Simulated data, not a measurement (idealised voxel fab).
Process module in this document: voxel self aligned contacts
Xsec cut, 290 nm wide, square cell size 5 nm.
Cross-section format: a grid of square cells, given as bands from top to bottom; each band is one or more rows of cells.
Read a band's entry like this: the first values are the height of its top and the height of its bottom in nm, and what follows is the sequence of materials from left to right, each with its width in nm. Note that "blank" is empty space, and that a single material marked "all across" reaches across the band from edge to edge.
Convention: height 0 is the level below which the wafer, as received, is all one material. The lowest band does not terminate at the bottom but continues downward, represented as "from 0 down".
The two numbers in a width such as "30->40" mark its ends across the band: the first belongs to the top row of cells, the second to the bottom row, and from each row to the next the width moves by the same amount.
Where the words "changes: none" appear for a step, the cross-section shows no cell changed by that step; every cell remained as before.
"Enclosed void catalog": sealed empty spaces, 8 cells or more, no open way to top, listed width x height at distance, with distance from the left edge and width, height and distance in nm.
If you see something after the settings on a step's line, that's the simulator's own remark about that step.
"overlay nm", when on a step's line for a step with a mask, measures how far to the right of its planned place the mask lay; a negative measure means to the left.

Process steps foreseen in the plan
1. RECEIVE (material Si)
2. CONFORMAL_DEP (material SiO2; thk nm 5)
3. DIRECTIONAL_DEP (material polySi; thk nm 25)
4. DIRECTIONAL_DEP (material SiN; thk nm 20)
5. DIRECTIONAL_DEP (material aC; thk nm 15)
6. PATTERN (tone cover; mask id GATE; material resist; width nm 30; pitch nm 75; thk nm 30; overlay nm 0)
7. DIRECTIONAL_ETCH (etch materials aC; depth nm 15)
8. STRIP (etch materials resist)
9. DIRECTIONAL_ETCH (etch materials SiN; depth nm 20)
10. DIRECTIONAL_ETCH (etch materials polySi; depth nm 25)
11. STRIP (etch materials aC)
12. CONFORMAL_DEP (material SiN; thk nm 10)
13. DIRECTIONAL_ETCH (etch materials SiN; depth nm 10)
14. FILL_DEP (material SiO2; thk nm 10)
15. CMP (height nm 55)
16. MASKED_ETCH (tone open; mask id CONTACT; width nm 55; pitch nm 75; etch materials SiO2; depth nm 55; overlay nm 0)
17. CONFORMAL_DEP (material TiN; thk nm 5)
18. FILL_DEP (material W; thk nm 5)
19. CMP (height nm 55)
20. CONFORMAL_DEP (material SiN; thk nm 5)

Wafer as received: cross-section following step 1
from 0 down  Si all across
Enclosed void catalog: none

Wafer at module end, in section. Began as above, planned as above, run with one mistake
from 60 to 55  SiN all across
from 55 to 50  80 of SiO2; 20 of TiN; 15 of W; 20 of TiN; 20 of SiO2; 20 of TiN; 15 of W; 20 of TiN; 80 of SiO2
from 50 to 30  45 of SiO2; 10 of SiN; 30 of polySi; 10 of SiN; 5 of TiN; 15 of W; 5 of TiN; 10 of SiN; 30 of polySi; 10 of SiN; 5 of TiN; 15 of W; 5 of TiN; 10 of SiN; 30 of polySi; 10 of SiN; 45 of SiO2
from 30 to 25  45 of SiO2; 10 of SiN; 30 of polySi; 10 of SiN; 25 of TiN; 10 of SiN; 30 of polySi; 10 of SiN; 25 of TiN; 10 of SiN; 30 of polySi; 10 of SiN; 45 of SiO2
from 25 to 5  SiN all across
from 5 to 0  SiO2 all across
from 0 down  Si all across
Enclosed void catalog: none
In executing the process, a mistake was made relative to the plan: swap of plan steps 3 and 4 during execution
